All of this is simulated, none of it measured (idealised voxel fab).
Title: Process Module voxel double patterning
The width of the displayed cross-section, cut, is 160 nm; its cells are square, with a size of 5 nm.
Cross-section, as written here: a square-cell grid given band by band from the top down, where a band holds one or more rows of cells.
Basically the band line says how high the top is and how high the bottom is, in nm, and then what's in it from left to right, every material with its width in nm. Empty space shows up as "blank", and if a single material carries "throughout" it runs the full band edge to edge.
Where do heights start? At 0: under that level the wafer as delivered is made of one material only. And the lowest band has no floor; it just carries on downward, as in "z 0 and below".
Per-row width for "30 to 40": begins at first number (top row of band), ends at second number (bottom row), increment between rows held constant.
Basically "nothing altered" means that step didn't change any cell in the cross-section.
Enclosed voids (no open way to top), threshold 8 cells or more, entry "Enclosed voids", notation width x height at distance, distance from left edge, nm.
That trailing text on a step's line, after the settings, is the simulator's own remark on the step.
The setting "overlay nm" may be written on the line of a step. When the step uses a mask, the value reports how far to the right of the planned place the mask lay, and a negative value reports that it lay to the left.

# Process steps foreseen in the plan
| 1 | RECEIVE | material Si |
| 2 | CONFORMAL_DEP | material SiN | thk nm 5 |
| 3 | DIRECTIONAL_DEP | material SiO2 | thk nm 20 |
| 4 | DIRECTIONAL_DEP | material SiCN | thk nm 5 |
| 5 | DIRECTIONAL_DEP | material aC | thk nm 15 |
| 6 | PATTERN | tone open | mask id FIRST | material resist | width nm 15 | pitch nm 50 | thk nm 30 | overlay nm 0 |
| 7 | DIRECTIONAL_ETCH | etch materials aC | depth nm 15 |
| 8 | STRIP | etch materials resist |
| 9 | DIRECTIONAL_ETCH | etch materials SiCN | depth nm 5 |
| 10 | STRIP | etch materials aC |
| 11 | DIRECTIONAL_DEP | material aC | thk nm 10 |
| 12 | PATTERN | tone open | mask id SECOND | material resist | width nm 15 | thk nm 25 | overlay nm 0 |
| 13 | DIRECTIONAL_ETCH | etch materials aC | depth nm 10 |
| 14 | STRIP | etch materials resist |
| 15 | DIRECTIONAL_ETCH | etch materials SiCN | depth nm 5 |
| 16 | STRIP | etch materials aC |
| 17 | DIRECTIONAL_ETCH | etch materials SiO2 | depth nm 20 |
| 18 | STRIP | etch materials SiCN |
Among the wafers covered here, the point of difference is the width nm at step 6; their starting state is shared, and the plan presents the value of the first wafer.

# First wafer of several, as received: cross-section after step 1
* z 0 and below | Si throughout
* Enclosed voids: none

# Table: wafers, a row each; end-of-module cell change per material since receipt, gain (+), loss (-); then closed voids
width nm 15 | +32 SiN | +92 SiO2 | Enclosed voids: none
width nm 20 | +32 SiN | +84 SiO2 | Enclosed voids: none
width nm 25 | +32 SiN | +76 SiO2 | Enclosed voids: none
width nm 30 | +32 SiN | +68 SiO2 | Enclosed voids: none
